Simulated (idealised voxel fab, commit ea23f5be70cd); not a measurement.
Process module in this document: voxel self aligned vias
Square cell edge 5 nm, section width 255 nm, ID cut.
Cross-section = grid of square cells, listed top down in bands; band = one or more rows. Quick guide to a band line: top height, bottom height (nm) up front; then every material left to right with its width in nm. Only one material and it's marked "edge to edge"? Then it fills the band edge to edge. And "empty" just means empty space. Height is counted from the level 0, under which the received wafer is composed throughout of one material. The lowest of the bands is not closed at the bottom but continues downward, in the notation "0 and below". Top row gets the first number, bottom row gets the second, and each row in between changes by the same step: that is how a band width like "30->40" works. The cross-section has no changed cell in any step marked "remains unaltered". Listed in "Cavities, sealed": every empty space of 8 or more cells without an open way to the top. Form: width x height at distance, the distance being from the left edge, all in nm. Formally, on a step line, whatever follows the settings is a remark that the simulator itself makes on the step. A step's line can hold "overlay nm"; with a mask on that step, the setting says how far right of the planned place the mask lay, while a negative setting says it lay to the left.

Steps planned for the process:
1: RECEIVE (material Si)
2: CONFORMAL_DEP (material SiO2; thk nm 10)
3: CONFORMAL_DEP (material SiCN; thk nm 5)
4: DIRECTIONAL_DEP (material lowk; thk nm 20)
5: MASKED_ETCH (tone open; mask id LINES; width nm 20; pitch nm 55; etch materials lowk; depth nm 20; overlay nm 0)
6: CONFORMAL_DEP (material TiN; thk nm 5)
7: FILL_DEP (material W; thk nm 5)
8: CMP (height nm 35)
9: SELECTIVE_ETCH (etch materials W Ru TiN; depth nm 5)
10: FILL_DEP (material SiN; thk nm 10)
11: CMP (height nm 35)
12: DIRECTIONAL_DEP (material lowk; thk nm 20)
13: PATTERN (tone open; mask id VIAS; material resist; width nm 40; pitch nm 55; thk nm 20; overlay nm 0)
14: DIRECTIONAL_ETCH (etch materials lowk; depth nm 20)
15: DIRECTIONAL_ETCH (etch materials SiN; depth nm 5)
16: STRIP (etch materials resist)
17: CONFORMAL_DEP (material TiN; thk nm 5)
18: FILL_DEP (material Ru; thk nm 10)
19: CMP (height nm 55)
20: CONFORMAL_DEP (material SiCN; thk nm 5)

Cross-sectional view of the wafer in its as-received condition, corresponding to the state after step 1:
    0 and below: Si edge to edge
    Cavities, sealed: none

First wafer at the end, as planned:
    60 down to 55: SiCN edge to edge
    55 down to 40: lowk 50; TiN 5; Ru 30; TiN 5; lowk 15; TiN 5; Ru 30; TiN 5; lowk 15; TiN 5; Ru 30; TiN 5; lowk 55
    40 down to 35: lowk 50; TiN 15; Ru 10; TiN 15; lowk 15; TiN 15; Ru 10; TiN 15; lowk 15; TiN 15; Ru 10; TiN 15; lowk 55
    35 down to 30: lowk 60; TiN 20; lowk 35; TiN 20; lowk 35; TiN 20; lowk 65
    30 down to 20: lowk 60; TiN 5; W 10; TiN 5; lowk 35; TiN 5; W 10; TiN 5; lowk 35; TiN 5; W 10; TiN 5; lowk 65
    20 down to 15: lowk 60; TiN 20; lowk 35; TiN 20; lowk 35; TiN 20; lowk 65
    15 down to 10: SiCN edge to edge
    10 down to 0: SiO2 edge to edge
    0 and below: Si edge to edge
    Cavities, sealed: none

Wafer two, end of module, cross-section. Same start, same plan as wafer one. One mistake in the run:
    60 down to 55: SiCN edge to edge
    55 down to 40: lowk 50; TiN 5; Ru 30; TiN 5; lowk 15; TiN 5; Ru 30; TiN 5; lowk 15; TiN 5; Ru 30; TiN 5; lowk 55
    40 down to 35: lowk 50; TiN 25; Ru 10; TiN 5; lowk 15; TiN 25; Ru 10; TiN 5; lowk 15; TiN 25; Ru 10; TiN 5; lowk 55
    35 down to 30: lowk 70; TiN 20; lowk 35; TiN 20; lowk 35; TiN 20; lowk 55
    30 down to 20: lowk 70; TiN 5; W 10; TiN 5; lowk 35; TiN 5; W 10; TiN 5; lowk 35; TiN 5; W 10; TiN 5; lowk 55
    20 down to 15: lowk 70; TiN 20; lowk 35; TiN 20; lowk 35; TiN 20; lowk 55
    15 down to 10: SiCN edge to edge
    10 down to 0: SiO2 edge to edge
    0 and below: Si edge to edge
    Cavities, sealed: none
Diagnosis: step 5 ran as: MASKED_ETCH (tone open; mask id LINES; width nm 20; pitch nm 55; etch materials lowk; depth nm 20; overlay nm 10)
Final state: per-material cell counts identical on both wafers; locations differ.
